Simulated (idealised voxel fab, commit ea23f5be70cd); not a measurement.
Process module under the name voxel self aligned vias
Section shown: cut. Width: 290 nm. Cell size: 5 nm, square.
Cross-section, as written here: a square-cell grid given band by band from the top down, where a band holds one or more rows of cells.
It is stipulated that each band's entry specify, in nanometres, the height of the top of the band and then that of its bottom, followed by the materials of the band in left-to-right sequence, each together with its width in nanometres. A single material marked by the word "edge to edge" is understood to fill the band from edge to edge; the word "blank" is understood to denote empty space.
Heads up on the height convention: 0 is the point under which the incoming wafer is all one material, and the lowest band has no bottom, it just keeps going down, like "from 0 down".
It should be noted that a width expressed as "30 to 40" varies in equal increments from row to row of cells within the band, taking the value of the first number at the top row and that of the second number at the bottom row.
Step note "all unchanged" = no cross-section cell changed.
Heads up: "Closed void list" only lists the empty pockets with no open path to the top that are 8 cells or more, and it writes them as width x height at distance, distance from the left edge, in nm.
after a step's settings: what the simulator itself notes on the step
"overlay nm" on a masked step: distance the mask lay right of its planned place, negative for left.

[The process steps that were planned are listed below]
- 1: op RECEIVE | material Si
- 2: op CONFORMAL_DEP | material SiO2 | thk nm 15
- 3: op CONFORMAL_DEP | material SiCN | thk nm 5
- 4: op DIRECTIONAL_DEP | material SiO2 | thk nm 30
- 5: op PATTERN | tone open | mask id LINES | material resist | width nm 30 | pitch nm 60 | thk nm 20 | overlay nm 0
- 6: op DIRECTIONAL_ETCH | etch materials SiO2 | depth nm 30
- 7: op STRIP | etch materials resist
- 8: op CONFORMAL_DEP | material TiN | thk nm 5
- 9: op FILL_DEP | material Ru | thk nm 5
- 10: op CMP | height nm 50
- 11: op SELECTIVE_ETCH | etch materials W Ru TiN | depth nm 10
- 12: op FILL_DEP | material SiN | thk nm 10
- 13: op CMP | height nm 50
- 14: op DIRECTIONAL_DEP | material SiO2 | thk nm 20
- 15: op PATTERN | tone open | mask id VIAS | material resist | width nm 40 | pitch nm 60 | thk nm 20 | overlay nm 0
- 16: op DIRECTIONAL_ETCH | etch materials SiO2 | depth nm 20
- 17: op DIRECTIONAL_ETCH | etch materials SiN | depth nm 10
- 18: op STRIP | etch materials resist
- 19: op CONFORMAL_DEP | material TiN | thk nm 5
- 20: op FILL_DEP | material Ru | thk nm 5
- 21: op CMP | height nm 70
- 22: op CONFORMAL_DEP | material SiN | thk nm 5

[Cross-sectional view of the wafer in its as-received condition, corresponding to the state after step 1]
- from 0 down  Si edge to edge
- Closed void list: none

[Cross-sectional image of the first of two wafers at the end of the module, the run having proceeded as planned]
- from 75 to 70  SiN edge to edge
- from 70 to 55  95 of SiO2; 5 of TiN; 30 of Ru; 5 of TiN; 20 of SiO2; 5 of TiN; 30 of Ru; 5 of TiN; 95 of SiO2
- from 55 to 45  95 to 100 of SiO2; 10 to 5 of TiN; 20 of Ru; 10 to 5 of TiN; 20 to 30 of SiO2; 10 to 5 of TiN; 20 of Ru; 10 to 5 of TiN; 95 to 100 of SiO2
- from 45 to 40  100 of SiO2; 30 of TiN; 30 of SiO2; 30 of TiN; 100 of SiO2
- from 40 to 25  100 of SiO2; 5 of TiN; 20 of Ru; 5 of TiN; 30 of SiO2; 5 of TiN; 20 of Ru; 5 of TiN; 100 of SiO2
- from 25 to 20  100 of SiO2; 30 of TiN; 30 of SiO2; 30 of TiN; 100 of SiO2
- from 20 to 15  SiCN edge to edge
- from 15 to 0  SiO2 edge to edge
- from 0 down  Si edge to edge
- Closed void list: none

[Wafer two cross-section, module end. Start and plan unchanged from wafer one; one mistake made during the run]
- from 75 to 70  SiN edge to edge
- from 70 to 45  100 of SiO2; 5 of TiN; 20 of Ru; 5 of TiN; 30 of SiO2; 5 of TiN; 20 of Ru; 5 of TiN; 100 of SiO2
- from 45 to 40  100 of SiO2; 30 of TiN; 30 of SiO2; 30 of TiN; 100 of SiO2
- from 40 to 25  100 of SiO2; 5 of TiN; 20 of Ru; 5 of TiN; 30 of SiO2; 5 of TiN; 20 of Ru; 5 of TiN; 100 of SiO2
- from 25 to 20  100 of SiO2; 30 of TiN; 30 of SiO2; 30 of TiN; 100 of SiO2
- from 20 to 15  SiCN edge to edge
- from 15 to 0  SiO2 edge to edge
- from 0 down  Si edge to edge
- Closed void list: none
It is concluded that the wafer was processed incorrectly with respect to the plan, in that step 15, actual vs plan mismatch, actual run op PATTERN | tone open | mask id VIAS | material resist | width nm 30 | pitch nm 60 | thk nm 20 | overlay nm 0
The second wafer ends with more or fewer cells of some materials than the first, per final count: 12 fewer of Ru | 16 more of SiO2 | 4 fewer of TiN
